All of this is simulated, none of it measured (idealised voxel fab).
Herein follows the process module entitled voxel trench capacitor.
280 nm wide, 5 nm square cells: that's cross-section cut.
In what follows, cross-sections appear as grids of square cells, described through bands that run from the top down, where every band is one or more rows of cells.
For a band, the entry starts with two heights in nm, that of the top and then that of the bottom, and carries on with the band's materials in order from left to right, each alongside its width in nm; the word "all across" beside a single material means it fills the band edge to edge, and "air" means empty space.
Height 0 is the level under which the wafer as received is all one material. The lowest band goes on downwards, as in "0 and below".
Per-row width for "30 to 40": begins at first number (top row of band), ends at second number (bottom row), increment between rows held constant.
Take "identical to before" at face value: in the step it is given for, the cross-section changed in none of its cells.
This entry, "Unvented voids", enumerates those empty regions of no fewer than 8 cells that possess no open connection to the top. Each region is reported in the form width x height at distance, the distance being taken from the left edge, with all three quantities expressed in nm.
Read whatever lies past the settings on a step's line as the simulator's own remark about the step.
Each step line may optionally specify "overlay nm", which for a step with a mask gives the rightward distance between the mask's planned place and where it lay, a negative value indicating the leftward direction.

### The planned process steps are enumerated hereunder
step 1: RECEIVE (material Si)
step 2: CONFORMAL_DEP (material SiN; thk nm 10)
step 3: MASKED_ETCH (tone open; mask id TRENCH; width nm 25; pitch nm 55; etch materials SiN; depth nm 10; overlay nm 0)
step 4: MASKED_ETCH (tone open; mask id TRENCH; width nm 25; pitch nm 55; etch materials Si; depth nm 30; overlay nm 0)
step 5: CONFORMAL_DEP (material SiO2; thk nm 5)
step 6: FILL_DEP (material polySi; thk nm 5)
step 7: CMP (height nm 10)

### Below: the first of two wafers, run as planned

### Cross-section: wafer on arrival = after step 1
- 0 and below = Si all across
- Unvented voids: none

### So this is the wafer cross-section right after step 2
- 10 down to 0 = SiN all across
- Below a height of 0, the structure has not been altered.

### So this is the wafer cross-section right after step 3
- 10 down to 0 = SiN=45, then air=25, then SiN=30, then air=25, then SiN=30, then air=25, then SiN=30, then air=25, then SiN=45
- Below a height of 0, the structure has not been altered.

### So this is the wafer cross-section right after step 4
- 10 down to 0 = SiN=45, then air=25, then SiN=30, then air=25, then SiN=30, then air=25, then SiN=30, then air=25, then SiN=45
- 0 down to -30 = Si=45, then air=25, then Si=30, then air=25, then Si=30, then air=25, then Si=30, then air=25, then Si=45
- Below a height of -30, the structure has not been altered.

### So this is the wafer cross-section right after step 5
- 15 down to 10 = SiO2=50, then air=15, then SiO2=40, then air=15, then SiO2=40, then air=15, then SiO2=40, then air=15, then SiO2=50
- 10 down to 0 = SiN=45, then SiO2=5, then air=15, then SiO2=5, then SiN=30, then SiO2=5, then air=15, then SiO2=5, then SiN=30, then SiO2=5, then air=15, then SiO2=5, then SiN=30, then SiO2=5, then air=15, then SiO2=5, then SiN=45
- 0 down to -25 = Si=45, then SiO2=5, then air=15, then SiO2=5, then Si=30, then SiO2=5, then air=15, then SiO2=5, then Si=30, then SiO2=5, then air=15, then SiO2=5, then Si=30, then SiO2=5, then air=15, then SiO2=5, then Si=45
- -25 down to -30 = Si=45, then SiO2=25, then Si=30, then SiO2=25, then Si=30, then SiO2=25, then Si=30, then SiO2=25, then Si=45
- Below a height of -30, the structure has not been altered.

### So this is the wafer cross-section right after step 6
- 20 down to 15 = polySi all across
- 15 down to 10 = SiO2=50, then polySi=15, then SiO2=40, then polySi=15, then SiO2=40, then polySi=15, then SiO2=40, then polySi=15, then SiO2=50
- 10 down to 0 = SiN=45, then SiO2=5, then polySi=15, then SiO2=5, then SiN=30, then SiO2=5, then polySi=15, then SiO2=5, then SiN=30, then SiO2=5, then polySi=15, then SiO2=5, then SiN=30, then SiO2=5, then polySi=15, then SiO2=5, then SiN=45
- 0 down to -25 = Si=45, then SiO2=5, then polySi=15, then SiO2=5, then Si=30, then SiO2=5, then polySi=15, then SiO2=5, then Si=30, then SiO2=5, then polySi=15, then SiO2=5, then Si=30, then SiO2=5, then polySi=15, then SiO2=5, then Si=45
- Below a height of -25, the structure has not been altered.

### So this is the wafer cross-section right after step 7
- 10 down to 0 = SiN=45, then SiO2=5, then polySi=15, then SiO2=5, then SiN=30, then SiO2=5, then polySi=15, then SiO2=5, then SiN=30, then SiO2=5, then polySi=15, then SiO2=5, then SiN=30, then SiO2=5, then polySi=15, then SiO2=5, then SiN=45
- Below a height of 0, the structure has not been altered.

### Regarding the second of the two wafers: it shared the first wafer's starting condition and process plan, yet one error occurred during its execution. Its history coincides with that of the first wafer up to and including step 5

### Cross-section of the second wafer when, according to plan, step 6 should have finished
- 20 down to 15 = SiN all across
- 15 down to 10 = SiO2=50, then SiN=15, then SiO2=40, then SiN=15, then SiO2=40, then SiN=15, then SiO2=40, then SiN=15, then SiO2=50
- 10 down to 0 = SiN=45, then SiO2=5, then SiN=15, then SiO2=5, then SiN=30, then SiO2=5, then SiN=15, then SiO2=5, then SiN=30, then SiO2=5, then SiN=15, then SiO2=5, then SiN=30, then SiO2=5, then SiN=15, then SiO2=5, then SiN=45
- 0 down to -25 = Si=45, then SiO2=5, then SiN=15, then SiO2=5, then Si=30, then SiO2=5, then SiN=15, then SiO2=5, then Si=30, then SiO2=5, then SiN=15, then SiO2=5, then Si=30, then SiO2=5, then SiN=15, then SiO2=5, then Si=45
- Below a height of -25, the structure has not been altered.

### Cross-section of the second wafer when, according to plan, step 7 should have finished
- 10 down to 0 = SiN=45, then SiO2=5, then SiN=15, then SiO2=5, then SiN=30, then SiO2=5, then SiN=15, then SiO2=5, then SiN=30, then SiO2=5, then SiN=15, then SiO2=5, then SiN=30, then SiO2=5, then SiN=15, then SiO2=5, then SiN=45
- Below a height of 0, the structure has not been altered.
What was the processing mistake? step 6 ran with different settings than intended, the actual operation and settings being FILL_DEP (material SiN; thk nm 5)
Counted in cells at the end, the second wafer holds more or fewer of these materials than the first: 84 more of SiN | 84 fewer of polySi
